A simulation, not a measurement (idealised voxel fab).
Documented hereafter: the process module known as voxel lift off.
Shown is cross-section cut, with a width of 185 nm and square cells of size 5 nm.
Reading order for cross-sections: top band down to bottom band. Underlying form: a grid of square cells. Band size: one or more rows of cells.
Per band: top height and bottom height in nm, followed by the left-to-right materials and their widths in nm; "full width" marks a single material spanning edge to edge, "blank" marks empty space.
The reference from which all heights are counted is 0, the level beneath which the as-received wafer is entirely one material; the lowest band, having no lower bound, proceeds downward and is written after the example "from 0 down".
Read "30..40" as a graded width: first number on top, second number at the bottom, same change between each pair of neighbouring rows.
A step reported as "nothing changed" is a step in which no cell of the cross-section changed.
Closed-off voids of 8+ cells (no open route to the top) go in "Enclosed internal voids", written width x height at distance from the left edge, in nm.
It should be noted that, on the line of a given step, the content following the step's settings is a remark produced by the simulator itself with respect to that step.
The "overlay nm" setting may appear on a step's line; for a step that uses a mask, it gives how far to the right of its planned position the mask lay, and a negative value indicates the left.
-- Here's what the planned process steps look like
1 RECEIVE, material Si
2 CONFORMAL_DEP, material SiN, thk nm 10
3 PATTERN, tone open, mask id LINES, material resist, width nm 20, pitch nm 40, thk nm 20, overlay nm 0
4 DIRECTIONAL_DEP, material Ru, thk nm 5
5 STRIP, etch materials resist
6 CONFORMAL_DEP, material SiN, thk nm 10
-- The first of two wafers, run as planned
-- Cross-section: wafer on arrival = after step 1
* from 0 down | Si full width
* Enclosed internal voids: none
-- So this is the wafer cross-section right after step 2
* from 10 to 0 | SiN full width
* Rest of section, below 0: as before.
-- So this is the wafer cross-section right after step 3
* from 30 to 10 | resist 60 nm | blank 20 nm | resist 20 nm | blank 20 nm | resist 65 nm
* Rest of section, below 10: as before.
-- So this is the wafer cross-section right after step 4
* from 35 to 30 | Ru 60 nm | blank 20 nm | Ru 20 nm | blank 20 nm | Ru 65 nm
* from 30 to 15 | resist 60 nm | blank 20 nm | resist 20 nm | blank 20 nm | resist 65 nm
* from 15 to 10 | resist 60 nm | Ru 20 nm | resist 20 nm | Ru 20 nm | resist 65 nm
* Rest of section, below 10: as before.
-- So this is the wafer cross-section right after step 5
* from 15 to 10 | blank 60 nm | Ru 20 nm | blank 20 nm | Ru 20 nm | blank 65 nm
* Rest of section, below 10: as before.
-- So this is the wafer cross-section right after step 6
* from 25 to 20 | blank 50 nm | SiN 80 nm | blank 55 nm
* from 20 to 15 | SiN full width
* from 15 to 10 | SiN 60 nm | Ru 20 nm | SiN 20 nm | Ru 20 nm | SiN 65 nm
* Rest of section, below 10: as before.
-- Wafer two. Identical start, identical plan. One mistake in execution. Identical history through step 3
Second wafer, section view, time point: scheduled end of step 4: nothing changed
-- Second wafer, section view, time point: scheduled end of step 5
* from 10 to 0 | SiN full width
* Rest of section, below 0: as before.
-- Second wafer, section view, time point: scheduled end of step 6
* from 20 to 0 | SiN full width
* Rest of section, below 0: as before.
It is concluded that the wafer was processed incorrectly with respect to the plan, in that no execution of plan step 4; skipped
FYI, end of process, the second wafer has more or fewer cells of some materials than the first: Ru: 8 fewer, SiN: 8 fewer
